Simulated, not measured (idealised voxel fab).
You're looking at the process module voxel released beams.
Pictured: cross-section cut, 250 nm wide, on a grid of 5 nm square cells.
When this document writes out a cross-section, it uses a grid of square cells and lists it as bands, beginning at the top and moving down, with a band standing for one or more rows of cells.
Heights first: top, then bottom, in nm. Then materials, left to right, each with a width in nm. "edge to edge" on a single material: fills the band edge to edge. "empty": empty space.
Note: height 0 marks the level under which the wafer is uniformly one material as received. Lowest band unbounded below, written "top 0, no bottom".
It should be noted that a width expressed as "30..40" varies in equal increments from row to row of cells within the band, taking the value of the first number at the top row and that of the second number at the bottom row.
"changes: none" after a step means that no cell of the cross-section changed.
"closed voids" specifies each empty space that is not open to the top and that occupies no fewer than 8 cells, using the form width x height at distance, the distance measured from the left edge and all three quantities in nm.
It should be noted that, on the line of a given step, the content following the step's settings is a remark produced by the simulator itself with respect to that step.
What "overlay nm" on a step's line means: if the step has a mask, that mask lay this far to the right of its planned place, or, when the value is negative, to the left.
Each pair below shows a cross-section before one step and the cross-section after it, down to the lowest band that changed. The line under each pair gives the step between them, with its settings. The pairs can come from different runs of this module on the same starting wafer, so a pair continues from the pair above only where its "Status quo ante" says so.

Status quo ante:
top 0, no bottom  Si edge to edge
closed voids: none

Cross-Section Thereafter:
top 5, bottom 0  SiN edge to edge
Note: structure below 0 unchanged.
closed voids: none
Formally, the process step situated between the two cross-sections above is CONFORMAL_DEP, material SiN, thk nm 5

Status quo ante: this step begins from the cross-section that the pair just above shows after its step.

Cross-Section Thereafter:
top 15, bottom 5  SiO2 edge to edge
Note: structure below 5 unchanged.
closed voids: none
Formally, the process step situated between the two cross-sections above is DIRECTIONAL_DEP, material SiO2, thk nm 10

Status quo ante: this step begins from the cross-section that the pair just above shows after its step.

Cross-Section Thereafter:
top 30, bottom 15  resist 90, empty 25, resist 135
Note: structure below 15 unchanged.
closed voids: none
Formally, the process step situated between the two cross-sections above is PATTERN, tone open, mask id ANCHOR, material resist, width nm 25, thk nm 15, overlay nm 0

Status quo ante: this step begins from the cross-section that the pair just above shows after its step.

Cross-Section Thereafter:
top 30, bottom 15  resist 90, empty 25, resist 135
top 15, bottom 5  SiO2 90, empty 25, SiO2 135
Note: structure below 5 unchanged.
closed voids: none
Formally, the process step situated between the two cross-sections above is DIRECTIONAL_ETCH, etch materials SiO2, depth nm 10

Status quo ante: this step begins from the cross-section that the pair just above shows after its step.

Cross-Section Thereafter:
top 15, bottom 5  SiO2 90, empty 25, SiO2 135
Note: structure below 5 unchanged.
closed voids: none
Formally, the process step situated between the two cross-sections above is STRIP, etch materials resist

Status quo ante: this step begins from the cross-section that the pair just above shows after its step.

Cross-Section Thereafter:
top 25, bottom 15  W 100, empty 5, W 145
top 15, bottom 5  SiO2 90, W 25, SiO2 135
Note: structure below 5 unchanged.
closed voids: none
Formally, the process step situated between the two cross-sections above is CONFORMAL_DEP, material W, thk nm 10

Status quo ante: this step begins from the cross-section that the pair just above shows after its step.

Cross-Section Thereafter:
top 35, bottom 25  aC 100, empty 5, aC 145
top 25, bottom 15  W 100, aC 5, W 145
Note: structure below 15 unchanged.
closed voids: none
Formally, the process step situated between the two cross-sections above is DIRECTIONAL_DEP, material aC, thk nm 10

Status quo ante: this step begins from the cross-section that the pair just above shows after its step.

Cross-Section Thereafter:
top 60, bottom 35  empty 85, resist 70, empty 95
top 35, bottom 25  aC 100, resist 5, aC 145
Note: structure below 25 unchanged.
closed voids: none
Formally, the process step situated between the two cross-sections above is PATTERN, tone cover, mask id BEAM, material resist, width nm 70, thk nm 25, overlay nm 0

Status quo ante: this step begins from the cross-section that the pair just above shows after its step.

Cross-Section Thereafter:
top 50, bottom 35  empty 85, resist 70, empty 95
top 35, bottom 25  empty 85, aC 15, resist 5, aC 50, empty 95
Note: structure below 25 unchanged.
closed voids: none
Formally, the process step situated between the two cross-sections above is DIRECTIONAL_ETCH, etch materials aC, depth nm 10

Status quo ante: this step begins from the cross-section that the pair just above shows after its step.

Cross-Section Thereafter:
top 35, bottom 25  empty 85, aC 15, empty 5, aC 50, empty 95
Note: structure below 25 unchanged.
closed voids: none
Formally, the process step situated between the two cross-sections above is STRIP, etch materials resist

Status quo ante: this step begins from the cross-section that the pair just above shows after its step.

Cross-Section Thereafter:
top 35, bottom 25  empty 85, aC 15, empty 5, aC 50, empty 95
top 25, bottom 15  empty 85, W 15, aC 5, W 50, empty 95
Note: structure below 15 unchanged.
closed voids: none
Formally, the process step situated between the two cross-sections above is DIRECTIONAL_ETCH, etch materials W, depth nm 10

Status quo ante: this step begins from the cross-section that the pair just above shows after its step.

Cross-Section Thereafter:
top 25, bottom 15  empty 85, W 15, empty 5, W 50, empty 95
Note: structure below 15 unchanged.
closed voids: none
Formally, the process step situated between the two cross-sections above is STRIP, etch materials aC

Status quo ante: this step begins from the cross-section that the pair just above shows after its step.

Cross-Section Thereafter:
top 25, bottom 15  empty 85, W 15, empty 5, W 50, empty 95
top 15, bottom 5  empty 90, W 25, empty 135
Note: structure below 5 unchanged.
closed voids: none
Formally, the process step situated between the two cross-sections above is STRIP, etch materials SiO2

Status quo ante:
top 0, no bottom  Si edge to edge
closed voids: none

Cross-Section Thereafter:
top 10, bottom 0  SiO2 edge to edge
Note: structure below 0 unchanged.
closed voids: none
Formally, the process step situated between the two cross-sections above is DIRECTIONAL_DEP, material SiO2, thk nm 10

Status quo ante: this step begins from the cross-section that the pair just above shows after its step.

Cross-Section Thereafter:
top 25, bottom 10  resist 90, empty 25, resist 135
Note: structure below 10 unchanged.
closed voids: none
Formally, the process step situated between the two cross-sections above is PATTERN, tone open, mask id ANCHOR, material resist, width nm 25, thk nm 15, overlay nm 0

Status quo ante: this step begins from the cross-section that the pair just above shows after its step.

Cross-Section Thereafter:
top 25, bottom 10  resist 90, empty 25, resist 135
top 10, bottom 0  SiO2 90, empty 25, SiO2 135
Note: structure below 0 unchanged.
closed voids: none
Formally, the process step situated between the two cross-sections above is DIRECTIONAL_ETCH, etch materials SiO2, depth nm 10

Status quo ante: this step begins from the cross-section that the pair just above shows after its step.

Cross-Section Thereafter:
top 10, bottom 0  SiO2 90, empty 25, SiO2 135
Note: structure below 0 unchanged.
closed voids: none
Formally, the process step situated between the two cross-sections above is STRIP, etch materials resist

Status quo ante: this step begins from the cross-section that the pair just above shows after its step.

Cross-Section Thereafter:
top 20, bottom 10  W 100, empty 5, W 145
top 10, bottom 0  SiO2 90, W 25, SiO2 135
Note: structure below 0 unchanged.
closed voids: none
Formally, the process step situated between the two cross-sections above is CONFORMAL_DEP, material W, thk nm 10

Status quo ante: this step begins from the cross-section that the pair just above shows after its step.

Cross-Section Thereafter:
top 30, bottom 20  aC 100, empty 5, aC 145
top 20, bottom 10  W 100, aC 5, W 145
Note: structure below 10 unchanged.
closed voids: none
Formally, the process step situated between the two cross-sections above is DIRECTIONAL_DEP, material aC, thk nm 10

Status quo ante: this step begins from the cross-section that the pair just above shows after its step.

Cross-Section Thereafter:
top 55, bottom 30  empty 85, resist 70, empty 95
top 30, bottom 20  aC 100, resist 5, aC 145
Note: structure below 20 unchanged.
closed voids: none
Formally, the process step situated between the two cross-sections above is PATTERN, tone cover, mask id BEAM, material resist, width nm 70, thk nm 25, overlay nm 0

Status quo ante: this step begins from the cross-section that the pair just above shows after its step.

Cross-Section Thereafter:
top 45, bottom 30  empty 85, resist 70, empty 95
top 30, bottom 20  empty 85, aC 15, resist 5, aC 50, empty 95
Note: structure below 20 unchanged.
closed voids: none
Formally, the process step situated between the two cross-sections above is DIRECTIONAL_ETCH, etch materials aC, depth nm 10

Status quo ante: this step begins from the cross-section that the pair just above shows after its step.

Cross-Section Thereafter:
top 30, bottom 20  empty 85, aC 15, empty 5, aC 50, empty 95
Note: structure below 20 unchanged.
closed voids: none
Formally, the process step situated between the two cross-sections above is STRIP, etch materials resist

Status quo ante: this step begins from the cross-section that the pair just above shows after its step.

Cross-Section Thereafter:
top 30, bottom 20  empty 85, aC 15, empty 5, aC 50, empty 95
top 20, bottom 10  empty 85, W 15, aC 5, W 50, empty 95
Note: structure below 10 unchanged.
closed voids: none
Formally, the process step situated between the two cross-sections above is DIRECTIONAL_ETCH, etch materials W, depth nm 10

Status quo ante: this step begins from the cross-section that the pair just above shows after its step.

Cross-Section Thereafter:
top 20, bottom 10  empty 85, W 15, empty 5, W 50, empty 95
Note: structure below 10 unchanged.
closed voids: none
Formally, the process step situated between the two cross-sections above is STRIP, etch materials aC

Status quo ante: this step begins from the cross-section that the pair just above shows after its step.

Cross-Section Thereafter:
top 20, bottom 10  empty 85, W 15, empty 5, W 50, empty 95
top 10, bottom 0  empty 90, W 25, empty 135
Note: structure below 0 unchanged.
closed voids: none
Formally, the process step situated between the two cross-sections above is STRIP, etch materials SiO2

Status quo ante:
top 10, bottom 0  SiO2 edge to edge
top 0, no bottom  Si edge to edge
closed voids: none

Cross-Section Thereafter:
top 15, bottom 10  SiN edge to edge
Note: structure below 10 unchanged.
closed voids: none
Formally, the process step situated between the two cross-sections above is CONFORMAL_DEP, material SiN, thk nm 5

Status quo ante: this step begins from the cross-section that the pair just above shows after its step.

Cross-Section Thereafter:
top 30, bottom 15  resist 90, empty 25, resist 135
Note: structure below 15 unchanged.
closed voids: none
Formally, the process step situated between the two cross-sections above is PATTERN, tone open, mask id ANCHOR, material resist, width nm 25, thk nm 15, overlay nm 0

Status quo ante: this step begins from the cross-section that the pair just above shows after its step.

Cross-Section Thereafter:
top 15, bottom 10  SiN edge to edge
Note: structure below 10 unchanged.
closed voids: none
Formally, the process step situated between the two cross-sections above is STRIP, etch materials resist

Status quo ante: this step begins from the cross-section that the pair just above shows after its step.

Cross-Section Thereafter:
top 25, bottom 15  W edge to edge
Note: structure below 15 unchanged.
closed voids: none
Formally, the process step situated between the two cross-sections above is CONFORMAL_DEP, material W, thk nm 10

Status quo ante: this step begins from the cross-section that the pair just above shows after its step.

Cross-Section Thereafter:
top 35, bottom 25  aC edge to edge
Note: structure below 25 unchanged.
closed voids: none
Formally, the process step situated between the two cross-sections above is DIRECTIONAL_DEP, material aC, thk nm 10

Status quo ante: this step begins from the cross-section that the pair just above shows after its step.

Cross-Section Thereafter:
top 60, bottom 35  empty 85, resist 70, empty 95
Note: structure below 35 unchanged.
closed voids: none
Formally, the process step situated between the two cross-sections above is PATTERN, tone cover, mask id BEAM, material resist, width nm 70, thk nm 25, overlay nm 0

Status quo ante: this step begins from the cross-section that the pair just above shows after its step.

Cross-Section Thereafter:
top 50, bottom 35  empty 85, resist 70, empty 95
top 35, bottom 25  empty 85, aC 70, empty 95
Note: structure below 25 unchanged.
closed voids: none
Formally, the process step situated between the two cross-sections above is DIRECTIONAL_ETCH, etch materials aC, depth nm 10

Status quo ante: this step begins from the cross-section that the pair just above shows after its step.

Cross-Section Thereafter:
top 35, bottom 25  empty 85, aC 70, empty 95
Note: structure below 25 unchanged.
closed voids: none
Formally, the process step situated between the two cross-sections above is STRIP, etch materials resist

Status quo ante: this step begins from the cross-section that the pair just above shows after its step.

Cross-Section Thereafter:
top 35, bottom 25  empty 85, aC 70, empty 95
top 25, bottom 15  empty 85, W 70, empty 95
Note: structure below 15 unchanged.
closed voids: none
Formally, the process step situated between the two cross-sections above is DIRECTIONAL_ETCH, etch materials W, depth nm 10

Status quo ante: this step begins from the cross-section that the pair just above shows after its step.

Cross-Section Thereafter:
top 25, bottom 15  empty 85, W 70, empty 95
Note: structure below 15 unchanged.
closed voids: none
Formally, the process step situated between the two cross-sections above is STRIP, etch materials aC

Status quo ante:
top 15, bottom 5  SiO2 90, empty 25, SiO2 135
top 5, bottom 0  SiN edge to edge
top 0, no bottom  Si edge to edge
closed voids: none

Cross-Section Thereafter:
top 20, bottom 15  W 95, empty 15, W 140
top 15, bottom 10  SiO2 90, W 5, empty 15, W 5, SiO2 135
top 10, bottom 5  SiO2 90, W 25, SiO2 135
Note: structure below 5 unchanged.
closed voids: none
Formally, the process step situated between the two cross-sections above is CONFORMAL_DEP, material W, thk nm 5

Status quo ante: this step begins from the cross-section that the pair just above shows after its step.

Cross-Section Thereafter:
top 30, bottom 20  aC 95, empty 15, aC 140
top 20, bottom 15  W 95, aC 15, W 140
top 15, bottom 10  SiO2 90, W 5, aC 15, W 5, SiO2 135
Note: structure below 10 unchanged.
closed voids: none
Formally, the process step situated between the two cross-sections above is DIRECTIONAL_DEP, material aC, thk nm 10

Status quo ante: this step begins from the cross-section that the pair just above shows after its step.

Cross-Section Thereafter:
top 55, bottom 30  empty 85, resist 70, empty 95
top 30, bottom 20  aC 95, resist 15, aC 140
Note: structure below 20 unchanged.
closed voids: none
Formally, the process step situated between the two cross-sections above is PATTERN, tone cover, mask id BEAM, material resist, width nm 70, thk nm 25, overlay nm 0

Status quo ante: this step begins from the cross-section that the pair just above shows after its step.

Cross-Section Thereafter:
top 45, bottom 30  empty 85, resist 70, empty 95
top 30, bottom 20  empty 85, aC 10, resist 15, aC 45, empty 95
Note: structure below 20 unchanged.
closed voids: none
Formally, the process step situated between the two cross-sections above is DIRECTIONAL_ETCH, etch materials aC, depth nm 10

Status quo ante: this step begins from the cross-section that the pair just above shows after its step.

Cross-Section Thereafter:
top 30, bottom 20  empty 85, aC 10, empty 15, aC 45, empty 95
Note: structure below 20 unchanged.
closed voids: none
Formally, the process step situated between the two cross-sections above is STRIP, etch materials resist

Status quo ante: this step begins from the cross-section that the pair just above shows after its step.

Cross-Section Thereafter:
top 30, bottom 20  empty 85, aC 10, empty 15, aC 45, empty 95
top 20, bottom 15  empty 85, W 10, aC 15, W 45, empty 95
Note: structure below 15 unchanged.
closed voids: none
Formally, the process step situated between the two cross-sections above is DIRECTIONAL_ETCH, etch materials W, depth nm 10

Status quo ante: this step begins from the cross-section that the pair just above shows after its step.

Cross-Section Thereafter:
top 20, bottom 15  empty 85, W 10, empty 15, W 45, empty 95
top 15, bottom 10  SiO2 90, W 5, empty 15, W 5, SiO2 135
Note: structure below 10 unchanged.
closed voids: none
Formally, the process step situated between the two cross-sections above is STRIP, etch materials aC

Status quo ante: this step begins from the cross-section that the pair just above shows after its step.

Cross-Section Thereafter:
top 20, bottom 10  empty 85..90, W 10..5, empty 15, W 45..5, empty 95..135
top 10, bottom 5  empty 90, W 25, empty 135
Note: structure below 5 unchanged.
closed voids: none
Formally, the process step situated between the two cross-sections above is STRIP, etch materials SiO2

Status quo ante:
top 35, bottom 25  aC 100, empty 5, aC 145
top 25, bottom 15  W 100, aC 5, W 145
top 15, bottom 5  SiO2 90, W 25, SiO2 135
top 5, bottom 0  SiN edge to edge
top 0, no bottom  Si edge to edge
closed voids: none

Cross-Section Thereafter:
top 60, bottom 35  empty 90, resist 65, empty 95
top 35, bottom 25  aC 100, resist 5, aC 145
Note: structure below 25 unchanged.
closed voids: none
Formally, the process step situated between the two cross-sections above is PATTERN, tone cover, mask id BEAM, material resist, width nm 65, thk nm 25, overlay nm 0

Status quo ante: this step begins from the cross-section that the pair just above shows after its step.

Cross-Section Thereafter:
top 50, bottom 35  empty 90, resist 65, empty 95
top 35, bottom 25  empty 90, aC 10, resist 5, aC 50, empty 95
Note: structure below 25 unchanged.
closed voids: none
Formally, the process step situated between the two cross-sections above is DIRECTIONAL_ETCH, etch materials aC, depth nm 10

Status quo ante: this step begins from the cross-section that the pair just above shows after its step.

Cross-Section Thereafter:
top 35, bottom 25  empty 90, aC 10, empty 5, aC 50, empty 95
Note: structure below 25 unchanged.
closed voids: none
Formally, the process step situated between the two cross-sections above is STRIP, etch materials resist

Status quo ante: this step begins from the cross-section that the pair just above shows after its step.

Cross-Section Thereafter:
top 35, bottom 25  empty 90, aC 10, empty 5, aC 50, empty 95
top 25, bottom 15  empty 90, W 10, aC 5, W 50, empty 95
Note: structure below 15 unchanged.
closed voids: none
Formally, the process step situated between the two cross-sections above is DIRECTIONAL_ETCH, etch materials W, depth nm 10

Status quo ante: this step begins from the cross-section that the pair just above shows after its step.

Cross-Section Thereafter:
top 25, bottom 15  empty 90, W 10, empty 5, W 50, empty 95
Note: structure below 15 unchanged.
closed voids: none
Formally, the process step situated between the two cross-sections above is STRIP, etch materials aC

Status quo ante: this step begins from the cross-section that the pair just above shows after its step.

Cross-Section Thereafter:
top 25, bottom 15  empty 90, W 10, empty 5, W 50, empty 95
top 15, bottom 5  empty 90, W 25, empty 135
Note: structure below 5 unchanged.
closed voids: none
Formally, the process step situated between the two cross-sections above is STRIP, etch materials SiO2

Status quo ante:
top 35, bottom 25  aC 100, empty 5, aC 145
top 25, bottom 15  W 100, aC 5, W 145
top 15, bottom 5  SiO2 90, W 25, SiO2 135
top 5, bottom 0  SiN edge to edge
top 0, no bottom  Si edge to edge
closed voids: none

Cross-Section Thereafter:
top 60, bottom 35  empty 95, resist 70, empty 85
top 35, bottom 25  aC 100, resist 5, aC 145
Note: structure below 25 unchanged.
closed voids: none
Formally, the process step situated between the two cross-sections above is PATTERN, tone cover, mask id BEAM, material resist, width nm 70, thk nm 25, overlay nm 10

Status quo ante: this step begins from the cross-section that the pair just above shows after its step.

Cross-Section Thereafter:
top 50, bottom 35  empty 95, resist 70, empty 85
top 35, bottom 25  empty 95, aC 5, resist 5, aC 60, empty 85
Note: structure below 25 unchanged.
closed voids: none
Formally, the process step situated between the two cross-sections above is DIRECTIONAL_ETCH, etch materials aC, depth nm 10

Status quo ante: this step begins from the cross-section that the pair just above shows after its step.

Cross-Section Thereafter:
top 35, bottom 25  empty 95, aC 5, empty 5, aC 60, empty 85
Note: structure below 25 unchanged.
closed voids: none
Formally, the process step situated between the two cross-sections above is STRIP, etch materials resist

Status quo ante: this step begins from the cross-section that the pair just above shows after its step.

Cross-Section Thereafter:
top 35, bottom 25  empty 95, aC 5, empty 5, aC 60, empty 85
top 25, bottom 15  empty 95, W 5, aC 5, W 60, empty 85
Note: structure below 15 unchanged.
closed voids: none
Formally, the process step situated between the two cross-sections above is DIRECTIONAL_ETCH, etch materials W, depth nm 10

Status quo ante: this step begins from the cross-section that the pair just above shows after its step.

Cross-Section Thereafter:
top 25, bottom 15  empty 95, W 5, empty 5, W 60, empty 85
Note: structure below 15 unchanged.
closed voids: none
Formally, the process step situated between the two cross-sections above is STRIP, etch materials aC

Status quo ante: this step begins from the cross-section that the pair just above shows after its step.

Cross-Section Thereafter:
top 25, bottom 15  empty 95, W 5, empty 5, W 60, empty 85
top 15, bottom 5  empty 90, W 25, empty 135
Note: structure below 5 unchanged.
closed voids: none
Formally, the process step situated between the two cross-sections above is STRIP, etch materials SiO2

Status quo ante:
top 0, no bottom  Si edge to edge
closed voids: none

Cross-Section Thereafter:
top 5, bottom 0  W edge to edge
Note: structure below 0 unchanged.
closed voids: none
Formally, the process step situated between the two cross-sections above is CONFORMAL_DEP, material W, thk nm 5

Status quo ante: this step begins from the cross-section that the pair just above shows after its step.

Cross-Section Thereafter:
top 15, bottom 5  SiO2 edge to edge
Note: structure below 5 unchanged.
closed voids: none
Formally, the process step situated between the two cross-sections above is DIRECTIONAL_DEP, material SiO2, thk nm 10

Status quo ante: this step begins from the cross-section that the pair just above shows after its step.

Cross-Section Thereafter:
top 30, bottom 15  resist 90, empty 25, resist 135
Note: structure below 15 unchanged.
closed voids: none
Formally, the process step situated between the two cross-sections above is PATTERN, tone open, mask id ANCHOR, material resist, width nm 25, thk nm 15, overlay nm 0

Status quo ante: this step begins from the cross-section that the pair just above shows after its step.

Cross-Section Thereafter:
top 30, bottom 15  resist 90, empty 25, resist 135
top 15, bottom 5  SiO2 90, empty 25, SiO2 135
Note: structure below 5 unchanged.
closed voids: none
Formally, the process step situated between the two cross-sections above is DIRECTIONAL_ETCH, etch materials SiO2, depth nm 10

Status quo ante: this step begins from the cross-section that the pair just above shows after its step.

Cross-Section Thereafter:
top 15, bottom 5  SiO2 90, empty 25, SiO2 135
Note: structure below 5 unchanged.
closed voids: none
Formally, the process step situated between the two cross-sections above is STRIP, etch materials resist

Status quo ante: this step begins from the cross-section that the pair just above shows after its step.

Cross-Section Thereafter:
top 25, bottom 15  W 100, empty 5, W 145
top 15, bottom 5  SiO2 90, W 25, SiO2 135
Note: structure below 5 unchanged.
closed voids: none
Formally, the process step situated between the two cross-sections above is CONFORMAL_DEP, material W, thk nm 10

Status quo ante: this step begins from the cross-section that the pair just above shows after its step.

Cross-Section Thereafter:
top 35, bottom 25  aC 100, empty 5, aC 145
top 25, bottom 15  W 100, aC 5, W 145
Note: structure below 15 unchanged.
closed voids: none
Formally, the process step situated between the two cross-sections above is DIRECTIONAL_DEP, material aC, thk nm 10

Status quo ante: this step begins from the cross-section that the pair just above shows after its step.

Cross-Section Thereafter:
top 60, bottom 35  empty 85, resist 70, empty 95
top 35, bottom 25  aC 100, resist 5, aC 145
Note: structure below 25 unchanged.
closed voids: none
Formally, the process step situated between the two cross-sections above is PATTERN, tone cover, mask id BEAM, material resist, width nm 70, thk nm 25, overlay nm 0

Status quo ante: this step begins from the cross-section that the pair just above shows after its step.

Cross-Section Thereafter:
top 50, bottom 35  empty 85, resist 70, empty 95
top 35, bottom 25  empty 85, aC 15, resist 5, aC 50, empty 95
Note: structure below 25 unchanged.
closed voids: none
Formally, the process step situated between the two cross-sections above is DIRECTIONAL_ETCH, etch materials aC, depth nm 10

Status quo ante: this step begins from the cross-section that the pair just above shows after its step.

Cross-Section Thereafter:
top 35, bottom 25  empty 85, aC 15, empty 5, aC 50, empty 95
Note: structure below 25 unchanged.
closed voids: none
Formally, the process step situated between the two cross-sections above is STRIP, etch materials resist

Status quo ante: this step begins from the cross-section that the pair just above shows after its step.

Cross-Section Thereafter:
top 35, bottom 25  empty 85, aC 15, empty 5, aC 50, empty 95
top 25, bottom 15  empty 85, W 15, aC 5, W 50, empty 95
Note: structure below 15 unchanged.
closed voids: none
Formally, the process step situated between the two cross-sections above is DIRECTIONAL_ETCH, etch materials W, depth nm 10

Status quo ante: this step begins from the cross-section that the pair just above shows after its step.

Cross-Section Thereafter:
top 25, bottom 15  empty 85, W 15, empty 5, W 50, empty 95
Note: structure below 15 unchanged.
closed voids: none
Formally, the process step situated between the two cross-sections above is STRIP, etch materials aC

Status quo ante: this step begins from the cross-section that the pair just above shows after its step.

Cross-Section Thereafter:
top 25, bottom 15  empty 85, W 15, empty 5, W 50, empty 95
top 15, bottom 5  empty 90, W 25, empty 135
Note: structure below 5 unchanged.
closed voids: none
Formally, the process step situated between the two cross-sections above is STRIP, etch materials SiO2

Status quo ante:
top 15, bottom 5  SiO2 edge to edge
top 5, bottom 0  SiN edge to edge
top 0, no bottom  Si edge to edge
closed voids: none

Cross-Section Thereafter:
top 30, bottom 15  empty 90, resist 25, empty 135
Note: structure below 15 unchanged.
closed voids: none
Formally, the process step situated between the two cross-sections above is PATTERN, tone cover, mask id ANCHOR, material resist, width nm 25, thk nm 15, overlay nm 0

Status quo ante: this step begins from the cross-section that the pair just above shows after its step.

Cross-Section Thereafter:
top 30, bottom 15  empty 90, resist 25, empty 135
top 15, bottom 5  empty 90, SiO2 25, empty 135
Note: structure below 5 unchanged.
closed voids: none
Formally, the process step situated between the two cross-sections above is DIRECTIONAL_ETCH, etch materials SiO2, depth nm 10

Status quo ante: this step begins from the cross-section that the pair just above shows after its step.

Cross-Section Thereafter:
top 15, bottom 5  empty 90, SiO2 25, empty 135
Note: structure below 5 unchanged.
closed voids: none
Formally, the process step situated between the two cross-sections above is STRIP, etch materials resist

Status quo ante: this step begins from the cross-section that the pair just above shows after its step.

Cross-Section Thereafter:
top 25, bottom 15  empty 80, W 45, empty 125
top 15, bottom 5  W 90, SiO2 25, W 135
Note: structure below 5 unchanged.
closed voids: none
Formally, the process step situated between the two cross-sections above is CONFORMAL_DEP, material W, thk nm 10

Status quo ante: this step begins from the cross-section that the pair just above shows after its step.

Cross-Section Thereafter:
top 35, bottom 25  empty 80, aC 45, empty 125
top 25, bottom 15  aC 80, W 45, aC 125
Note: structure below 15 unchanged.
closed voids: none
Formally, the process step situated between the two cross-sections above is DIRECTIONAL_DEP, material aC, thk nm 10

Status quo ante: this step begins from the cross-section that the pair just above shows after its step.

Cross-Section Thereafter:
top 60, bottom 35  empty 85, resist 70, empty 95
top 35, bottom 25  empty 80, aC 45, resist 30, empty 95
Note: structure below 25 unchanged.
closed voids: none
Formally, the process step situated between the two cross-sections above is PATTERN, tone cover, mask id BEAM, material resist, width nm 70, thk nm 25, overlay nm 0

Status quo ante: this step begins from the cross-section that the pair just above shows after its step.

Cross-Section Thereafter:
top 50, bottom 35  empty 85, resist 70, empty 95
top 35, bottom 25  empty 85, aC 40, resist 30, empty 95
top 25, bottom 15  empty 80, W 45, aC 30, empty 95
Note: structure below 15 unchanged.
closed voids: none
Formally, the process step situated between the two cross-sections above is DIRECTIONAL_ETCH, etch materials aC, depth nm 10

Status quo ante: this step begins from the cross-section that the pair just above shows after its step.

Cross-Section Thereafter:
top 35, bottom 25  empty 85, aC 40, empty 125
Note: structure below 25 unchanged.
closed voids: none
Formally, the process step situated between the two cross-sections above is STRIP, etch materials resist

Status quo ante: this step begins from the cross-section that the pair just above shows after its step.

Cross-Section Thereafter:
top 35, bottom 25  empty 85, aC 40, empty 125
top 25, bottom 15  empty 85, W 40, aC 30, empty 95
top 15, bottom 5  empty 80, W 10, SiO2 25, W 40, empty 95
Note: structure below 5 unchanged.
closed voids: none
Formally, the process step situated between the two cross-sections above is DIRECTIONAL_ETCH, etch materials W, depth nm 10

Status quo ante: this step begins from the cross-section that the pair just above shows after its step.

Cross-Section Thereafter:
top 25, bottom 15  empty 85, W 40, empty 125
Note: structure below 15 unchanged.
closed voids: none
Formally, the process step situated between the two cross-sections above is STRIP, etch materials aC
